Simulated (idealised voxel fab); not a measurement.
The name of this process module is voxel self aligned vias.
cross-section cut | 295 nm wide | cells 5 nm
For the purposes of this document, a cross-section shall be understood as a grid of square cells, specified as bands listed in top-to-bottom order, each band consisting of one or more rows of cells. Per band: top height and bottom height in nm, followed by the left-to-right materials and their widths in nm; "all across" marks a single material spanning edge to edge, "empty" marks empty space. Beneath 0, the wafer as received is one material, and that level is where height counting begins. The lowest band goes on downward without a bottom; it is written like "top 0, no bottom". Think of "30->40" as a width that walks from the first number to the second as you go down the band, top row to bottom row, taking equal-sized steps from row to row. Basically "left unchanged" means that step didn't change any cell in the cross-section. Under "Enclosed cavities" you'll find the enclosed gaps, the ones with no way out to the top, that are 8 cells or bigger; each reads width x height at distance, with distance counted from the left edge, everything in nm. Text after the settings on a step's line: the simulator's own remark on that step. overlay nm: where the mask lay relative to plan, measured to the right, on steps with a mask; negatives go left.
-- Process steps (planned)
step 1: RECEIVE, material Si
step 2: CONFORMAL_DEP, material SiO2, thk nm 15
step 3: CONFORMAL_DEP, material SiCN, thk nm 5
step 4: DIRECTIONAL_DEP, material SiO2, thk nm 30
step 5: DIRECTIONAL_DEP, material aC, thk nm 15
step 6: PATTERN, tone open, mask id LINES, material resist, width nm 20, pitch nm 70, thk nm 35, overlay nm 0
step 7: DIRECTIONAL_ETCH, etch materials aC, depth nm 15
step 8: STRIP, etch materials resist
step 9: DIRECTIONAL_ETCH, etch materials SiO2, depth nm 30
step 10: STRIP, etch materials aC
step 11: CONFORMAL_DEP, material TiN, thk nm 5
step 12: FILL_DEP, material W, thk nm 10
step 13: CMP, height nm 50
step 14: SELECTIVE_ETCH, etch materials W Ru TiN, depth nm 10
step 15: FILL_DEP, material SiN, thk nm 5
step 16: CMP, height nm 50
step 17: DIRECTIONAL_DEP, material SiO2, thk nm 20
step 18: MASKED_ETCH, tone open, mask id VIAS, width nm 30, pitch nm 140, etch materials SiO2, depth nm 20, overlay nm 0
step 19: MASKED_ETCH, tone open, mask id VIAS, width nm 40, pitch nm 140, etch materials SiN, depth nm 10, overlay nm 0
step 20: CONFORMAL_DEP, material TiN, thk nm 5
step 21: FILL_DEP, material Ru, thk nm 10
step 22: CMP, height nm 70
step 23: CONFORMAL_DEP, material SiN, thk nm 5
Quick note for whoever runs this: the wafers start identical, but the width nm at step 18 isn't the same across them. The plan just shows what the first wafer had.
-- Cross-section of the first of several received wafers, showing its state after step 1
    top 0, no bottom: Si all across
    Enclosed cavities: none
-- Cross-section of the first of several wafers once the module has run through its last step, step 23
    top 75, bottom 70: SiN all across
    top 70, bottom 55: 60 SiO2, then 5 TiN, then 20 Ru, then 5 TiN, then 110 SiO2, then 5 TiN, then 20 Ru, then 5 TiN, then 65 SiO2
    top 55, bottom 50: 60 SiO2, then 10 TiN, then 10 Ru, then 10 TiN, then 110 SiO2, then 10 TiN, then 10 Ru, then 10 TiN, then 65 SiO2
    top 50, bottom 45: 65 SiO2, then 5 TiN, then 10 Ru, then 5 TiN, then 50 SiO2, then 20 SiN, then 50 SiO2, then 5 TiN, then 10 Ru, then 5 TiN, then 70 SiO2
    top 45, bottom 40: 65 SiO2, then 20 TiN, then 50 SiO2, then 20 SiN, then 50 SiO2, then 20 TiN, then 70 SiO2
    top 40, bottom 25: 65 SiO2, then 5 TiN, then 10 W, then 5 TiN, then 50 SiO2, then 5 TiN, then 10 W, then 5 TiN, then 50 SiO2, then 5 TiN, then 10 W, then 5 TiN, then 70 SiO2
    top 25, bottom 20: 65 SiO2, then 20 TiN, then 50 SiO2, then 20 TiN, then 50 SiO2, then 20 TiN, then 70 SiO2
    top 20, bottom 15: SiCN all across
    top 15, bottom 0: SiO2 all across
    top 0, no bottom: Si all across
    Enclosed cavities: none
-- Final wafer cross-section at module end
    top 75, bottom 70: SiN all across
    top 70, bottom 55: 50 SiO2, then 5 TiN, then 45 Ru, then 5 TiN, then 85 SiO2, then 5 TiN, then 45 Ru, then 5 TiN, then 50 SiO2
    top 55, bottom 50: 50 SiO2, then 20 TiN, then 10 Ru, then 25 TiN, then 85 SiO2, then 20 TiN, then 10 Ru, then 25 TiN, then 50 SiO2
    top 50, bottom 45: 65 SiO2, then 5 TiN, then 10 Ru, then 5 TiN, then 50 SiO2, then 20 SiN, then 50 SiO2, then 5 TiN, then 10 Ru, then 5 TiN, then 70 SiO2
    top 45, bottom 40: 65 SiO2, then 20 TiN, then 50 SiO2, then 20 SiN, then 50 SiO2, then 20 TiN, then 70 SiO2
    top 40, bottom 25: 65 SiO2, then 5 TiN, then 10 W, then 5 TiN, then 50 SiO2, then 5 TiN, then 10 W, then 5 TiN, then 50 SiO2, then 5 TiN, then 10 W, then 5 TiN, then 70 SiO2
    top 25, bottom 20: 65 SiO2, then 20 TiN, then 50 SiO2, then 20 TiN, then 50 SiO2, then 20 TiN, then 70 SiO2
    top 20, bottom 15: SiCN all across
    top 15, bottom 0: SiO2 all across
    top 0, no bottom: Si all across
    Enclosed cavities: none
-- Row per wafer, end-of-module: cell gain (+)/loss (-) by material since the wafer came in, then closed voids
width nm 30; +32 Ru; +59 SiCN; +67 SiN; +647 SiO2; +62 TiN; +18 W; Enclosed cavities: none
width nm 35; +38 Ru; +59 SiCN; +67 SiN; +639 SiO2; +64 TiN; +18 W; Enclosed cavities: none
width nm 40; +44 Ru; +59 SiCN; +67 SiN; +631 SiO2; +66 TiN; +18 W; Enclosed cavities: none
width nm 45; +50 Ru; +59 SiCN; +67 SiN; +623 SiO2; +68 TiN; +18 W; Enclosed cavities: none
width nm 50; +56 Ru; +59 SiCN; +67 SiN; +615 SiO2; +70 TiN; +18 W; Enclosed cavities: none
width nm 55; +62 Ru; +59 SiCN; +67 SiN; +607 SiO2; +72 TiN; +18 W; Enclosed cavities: none
